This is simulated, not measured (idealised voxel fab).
This section sets out a process module, namely voxel released beams.
Cross-section cut spans 275 nm and uses square cells 5 nm in size.
When this document writes out a cross-section, it uses a grid of square cells and lists it as bands, beginning at the top and moving down, with a band standing for one or more rows of cells.
For a band, the entry starts with two heights in nm, that of the top and then that of the bottom, and carries on with the band's materials in order from left to right, each alongside its width in nm; the word "all across" beside a single material means it fills the band edge to edge, and "empty" means empty space.
Heads up on the height convention: 0 is the point under which the incoming wafer is all one material, and the lowest band has no bottom, it just keeps going down, like "0 down".
Top row gets the first number, bottom row gets the second, and each row in between changes by the same step: that is how a band width like "30 to 40" works.
A step reported as "same as before" is a step in which no cell of the cross-section changed.
Closed-off voids of 8+ cells (no open route to the top) go in "Encapsulated voids", written width x height at distance from the left edge, in nm.
Text after the settings on a step's line: the simulator's own remark on that step.
overlay nm: how far to the right of its planned place the mask lay on this masked step (negative: to the left).

**List of planned process steps**
1) op RECEIVE | material Si
2) op CONFORMAL_DEP | material Al2O3 | thk nm 5
3) op DIRECTIONAL_DEP | material SiO2 | thk nm 20
4) op MASKED_ETCH | tone open | mask id ANCHOR | width nm 25 | etch materials SiO2 | depth nm 20 | overlay nm 0
5) op CONFORMAL_DEP | material SiN | thk nm 10
6) op DIRECTIONAL_DEP | material aC | thk nm 10
7) op PATTERN | tone cover | mask id BEAM | material resist | width nm 75 | thk nm 25 | overlay nm 0
8) op DIRECTIONAL_ETCH | etch materials aC | depth nm 10
9) op STRIP | etch materials resist
10) op DIRECTIONAL_ETCH | etch materials SiN | depth nm 10
11) op STRIP | etch materials aC
12) op STRIP | etch materials SiO2

**Cross-sectional view of the wafer in its as-received condition, corresponding to the state after step 1**
  0 down | Si all across
  Encapsulated voids: none

**The plan above was carried out on the starting structure above with one mistake, and this cross-section shows the wafer at the end of the module**
  35 to 25 | empty (95)  SiN (40)  empty (140)
  25 to 15 | empty (90)  SiN (10)  SiO2 (25)  SiN (10)  empty (140)
  15 to 5 | empty (90)  SiN (10)  SiO2 (25)  SiN (45)  empty (105)
  5 to 0 | Al2O3 all across
  0 down | Si all across
  Encapsulated voids: none
In executing the process, a mistake was made relative to the plan: step 4 was not run as planned; what actually ran was op MASKED_ETCH | tone cover | mask id ANCHOR | width nm 25 | etch materials SiO2 | depth nm 20 | overlay nm 0
